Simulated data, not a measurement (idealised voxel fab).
This is a process module. Its name is voxel transistor to metal.
Cross-section cut: width 295 nm, square cells of 5 nm.
Cross-section format: a grid of square cells, given as bands from top to bottom; each band is one or more rows of cells.
Band: top height; bottom height; in nm. Then, left to right: material with width in nm, for each material. "edge to edge": a single material spanning edge to edge. "empty": empty space.
Height datum 0, below which the as-received substrate wafer is one material. Lowest band open at the bottom, running downward: "0 and below".
Note: "30->40" means the width goes from the first number (top row of the band) to the second number (bottom row) in equal steps per row of cells.
When a step is marked "nothing different", none of the cells in the cross-section changed during that step.
Closed void list: empty space of 8 cells or more with no open way to the top, each as width x height at its distance from the left edge, in nm
Formally, on a step line, whatever follows the settings is a remark that the simulator itself makes on the step.
When a step includes a mask, the "overlay nm" setting on its line states how far to the right of its planned place that mask lay, and negative values state how far to the left.
# Set out below are the planned steps of the process
1 op RECEIVE | material Si
2 op CONFORMAL_DEP | material SiO2 | thk nm 5
3 op CONFORMAL_DEP | material SiN | thk nm 10
4 op MASKED_ETCH | tone cover | mask id ACTIVE | width nm 115 | pitch nm 145 | etch materials SiN | depth nm 10 | overlay nm 0
5 op MASKED_ETCH | tone cover | mask id ACTIVE | width nm 115 | pitch nm 145 | etch materials SiO2 | depth nm 5 | overlay nm 0
6 op MASKED_ETCH | tone cover | mask id ACTIVE | width nm 105 | pitch nm 145 | etch materials Si | depth nm 30 | overlay nm 0
7 op OXIDIZE | depth nm 5
8 op FILL_DEP | material SiO2 | thk nm 5
9 op CMP | height nm 15
10 op SELECTIVE_ETCH | etch materials SiO2 | depth nm 10
11 op STRIP | etch materials SiN
12 op SELECTIVE_ETCH | etch materials SiO2 | depth nm 5
13 op OXIDIZE | depth nm 5
14 op DIRECTIONAL_DEP | material polySi | thk nm 25
15 op DIRECTIONAL_DEP | material SiCN | thk nm 15
16 op PATTERN | tone cover | mask id GATE | material resist | width nm 35 | pitch nm 145 | thk nm 15 | overlay nm 0
17 op DIRECTIONAL_ETCH | etch materials SiCN | depth nm 25
18 op DIRECTIONAL_ETCH | etch materials polySi | depth nm 35
19 op STRIP | etch materials resist
20 op CONFORMAL_DEP | material SiO2 | thk nm 5
21 op DIRECTIONAL_ETCH | etch materials SiO2 | depth nm 5
22 op CONFORMAL_DEP | material SiN | thk nm 5
23 op DIRECTIONAL_ETCH | etch materials SiN | depth nm 5
24 op DIRECTIONAL_ETCH | etch materials SiO2 | depth nm 5
25 op EPI | material pSi | thk nm 5
26 op FILL_DEP | material SiO2 | thk nm 10
27 op CMP | height nm 25
28 op STRIP | etch materials polySi
29 op SELECTIVE_ETCH | etch materials SiO2 | depth nm 5
30 op CONFORMAL_DEP | material HfO2 | thk nm 5
31 op CONFORMAL_DEP | material TiN | thk nm 5
32 op FILL_DEP | material W | thk nm 10
33 op CMP | height nm 20
34 op DIRECTIONAL_DEP | material SiO2 | thk nm 15
35 op PATTERN | tone open | mask id CONTACT | material resist | width nm 15 | thk nm 15 | overlay nm 0
36 op DIRECTIONAL_ETCH | etch materials SiO2 | depth nm 35
37 op STRIP | etch materials resist
38 op CONFORMAL_DEP | material TiN | thk nm 5
39 op FILL_DEP | material W | thk nm 5
40 op CMP | height nm 35
41 op CONFORMAL_DEP | material SiN | thk nm 5
42 op DIRECTIONAL_DEP | material lowk | thk nm 15
43 op MASKED_ETCH | tone open | mask id METAL_1 | width nm 15 | etch materials lowk | depth nm 15 | overlay nm 0
44 op MASKED_ETCH | tone open | mask id METAL_1 | width nm 15 | etch materials SiN | depth nm 5 | overlay nm 0
45 op CONFORMAL_DEP | material TiN | thk nm 5
46 op FILL_DEP | material Ru | thk nm 5
47 op CMP | height nm 55
48 op EPI | material Ru | thk nm 5
49 op FILL_DEP | material SiCN | thk nm 5
50 op DIRECTIONAL_DEP | material SiO2 | thk nm 35
51 op MASKED_ETCH | tone open | mask id METAL_2 | width nm 15 | pitch nm 145 | etch materials SiO2 | depth nm 20 | overlay nm 0
52 op PATTERN | tone open | mask id METAL_2_HOLES | material resist | width nm 15 | pitch nm 145 | thk nm 15 | overlay nm 0
53 op DIRECTIONAL_ETCH | etch materials SiO2 | depth nm 15
54 op DIRECTIONAL_ETCH | etch materials SiCN | depth nm 5
55 op STRIP | etch materials resist
56 op CONFORMAL_DEP | material TiN | thk nm 5
57 op FILL_DEP | material Cu | thk nm 10
58 op CMP | height nm 100
59 op CONFORMAL_DEP | material SiCN | thk nm 5
Split variable: width nm, step 6. Plan value = first wafer. Wafers start alike.
# Cross-section of the first of several wafers on receipt, reflecting completion of step 1
  0 and below  Si edge to edge
  Closed void list: none
# Cross-sectional representation of the first of several wafers at the end of the module, i.e. after its terminal step, step 59
  105 down to 100  SiCN edge to edge
  100 down to 65  SiO2 20, then TiN 5, then Cu 5, then TiN 5, then SiO2 130, then TiN 5, then Cu 5, then TiN 5, then SiO2 115
  65 down to 60  SiCN 20, then TiN 15, then SiCN 130, then TiN 15, then SiCN 115
  60 down to 55  SiCN 15, then Ru 25, then SiCN 65, then Ru 25, then SiCN 30, then Ru 25, then SiCN 65, then Ru 25, then SiCN 20
  55 down to 40  lowk 20, then TiN 5, then Ru 5, then TiN 5, then lowk 75, then TiN 5, then Ru 5, then TiN 5, then lowk 40, then TiN 5, then Ru 5, then TiN 5, then lowk 75, then TiN 5, then Ru 5, then TiN 5, then lowk 25
  40 down to 35  SiN 20, then TiN 15, then SiN 75, then TiN 15, then SiN 40, then TiN 15, then SiN 75, then TiN 15, then SiN 25
  35 down to 20  SiO2 20, then TiN 5, then W 5, then TiN 5, then SiO2 75, then TiN 5, then W 5, then TiN 5, then SiO2 40, then TiN 5, then W 5, then TiN 5, then SiO2 75, then TiN 5, then W 5, then TiN 5, then SiO2 25
  20 down to 5  SiO2 20, then TiN 5, then W 5, then TiN 5, then SiO2 10, then SiN 5, then HfO2 5, then TiN 5, then W 25, then TiN 5, then HfO2 5, then SiN 5, then SiO2 10, then TiN 5, then W 5, then TiN 5, then SiO2 40, then TiN 5, then W 5, then TiN 5, then SiO2 10, then SiN 5, then HfO2 5, then TiN 5, then W 25, then TiN 5, then HfO2 5, then SiN 5, then SiO2 10, then TiN 5, then W 5, then TiN 5, then SiO2 25
  5 down to 0  SiO2 20, then TiN 15, then SiO2 10, then SiN 5, then HfO2 5, then TiN 35, then HfO2 5, then SiN 5, then SiO2 10, then TiN 15, then SiO2 40, then TiN 15, then SiO2 10, then SiN 5, then HfO2 5, then TiN 35, then HfO2 5, then SiN 5, then SiO2 10, then TiN 15, then SiO2 25
  0 down to -5  SiO2 15, then pSi 30, then SiO2 5, then HfO2 45, then SiO2 5, then pSi 30, then SiO2 30, then pSi 30, then SiO2 5, then HfO2 45, then SiO2 5, then pSi 30, then SiO2 20
  -5 down to -35  SiO2 20, then Si 105, then SiO2 40, then Si 105, then SiO2 25
  -35 and below  Si edge to edge
  Closed void list: none
# Of the several wafers, the last: cross-section at the end of the module
  105 down to 100  SiCN edge to edge
  100 down to 65  SiO2 20, then TiN 5, then Cu 5, then TiN 5, then SiO2 130, then TiN 5, then Cu 5, then TiN 5, then SiO2 115
  65 down to 60  SiCN 20, then TiN 15, then SiCN 130, then TiN 15, then SiCN 115
  60 down to 55  SiCN 15, then Ru 25, then SiCN 65, then Ru 25, then SiCN 30, then Ru 25, then SiCN 65, then Ru 25, then SiCN 20
  55 down to 40  lowk 20, then TiN 5, then Ru 5, then TiN 5, then lowk 75, then TiN 5, then Ru 5, then TiN 5, then lowk 40, then TiN 5, then Ru 5, then TiN 5, then lowk 75, then TiN 5, then Ru 5, then TiN 5, then lowk 25
  40 down to 35  SiN 20, then TiN 15, then SiN 75, then TiN 15, then SiN 40, then TiN 15, then SiN 75, then TiN 15, then SiN 25
  35 down to 20  SiO2 20, then TiN 5, then W 5, then TiN 5, then SiO2 75, then TiN 5, then W 5, then TiN 5, then SiO2 40, then TiN 5, then W 5, then TiN 5, then SiO2 75, then TiN 5, then W 5, then TiN 5, then SiO2 25
  20 down to 5  SiO2 20, then TiN 5, then W 5, then TiN 5, then SiO2 10, then SiN 5, then HfO2 5, then TiN 5, then W 25, then TiN 5, then HfO2 5, then SiN 5, then SiO2 10, then TiN 5, then W 5, then TiN 5, then SiO2 40, then TiN 5, then W 5, then TiN 5, then SiO2 10, then SiN 5, then HfO2 5, then TiN 5, then W 25, then TiN 5, then HfO2 5, then SiN 5, then SiO2 10, then TiN 5, then W 5, then TiN 5, then SiO2 25
  5 down to 0  SiO2 20, then TiN 15, then SiO2 10, then SiN 5, then HfO2 5, then TiN 35, then HfO2 5, then SiN 5, then SiO2 10, then TiN 15, then SiO2 40, then TiN 15, then SiO2 10, then SiN 5, then HfO2 5, then TiN 35, then HfO2 5, then SiN 5, then SiO2 10, then TiN 15, then SiO2 25
  0 down to -5  SiO2 15, then pSi 30, then SiO2 5, then HfO2 45, then SiO2 5, then pSi 35, then SiO2 25, then pSi 30, then SiO2 5, then HfO2 45, then SiO2 5, then pSi 35, then SiO2 15
  -5 down to -35  SiO2 20, then Si 110, then SiO2 35, then Si 110, then SiO2 20
  -35 and below  Si edge to edge
  Closed void list: none
# Basically each wafer gets a line in the table, showing it at the end of the module: material by material, the cells it gained (+) or lost (-) since we got it, then its closed voids
width nm 105; +14 Cu; +34 HfO2; +32 Ru; -161 Si; +151 SiCN; +63 SiN; +731 SiO2; +156 TiN; +54 W; +141 lowk; +24 pSi; Closed void list: none
width nm 110; +14 Cu; +34 HfO2; +32 Ru; -161 Si; +151 SiCN; +63 SiN; +731 SiO2; +156 TiN; +54 W; +141 lowk; +24 pSi; Closed void list: none
width nm 115; +14 Cu; +34 HfO2; +32 Ru; -161 Si; +151 SiCN; +63 SiN; +731 SiO2; +156 TiN; +54 W; +141 lowk; +24 pSi; Closed void list: none
width nm 120; +14 Cu; +34 HfO2; +32 Ru; -149 Si; +151 SiCN; +63 SiN; +717 SiO2; +156 TiN; +54 W; +141 lowk; +26 pSi; Closed void list: none
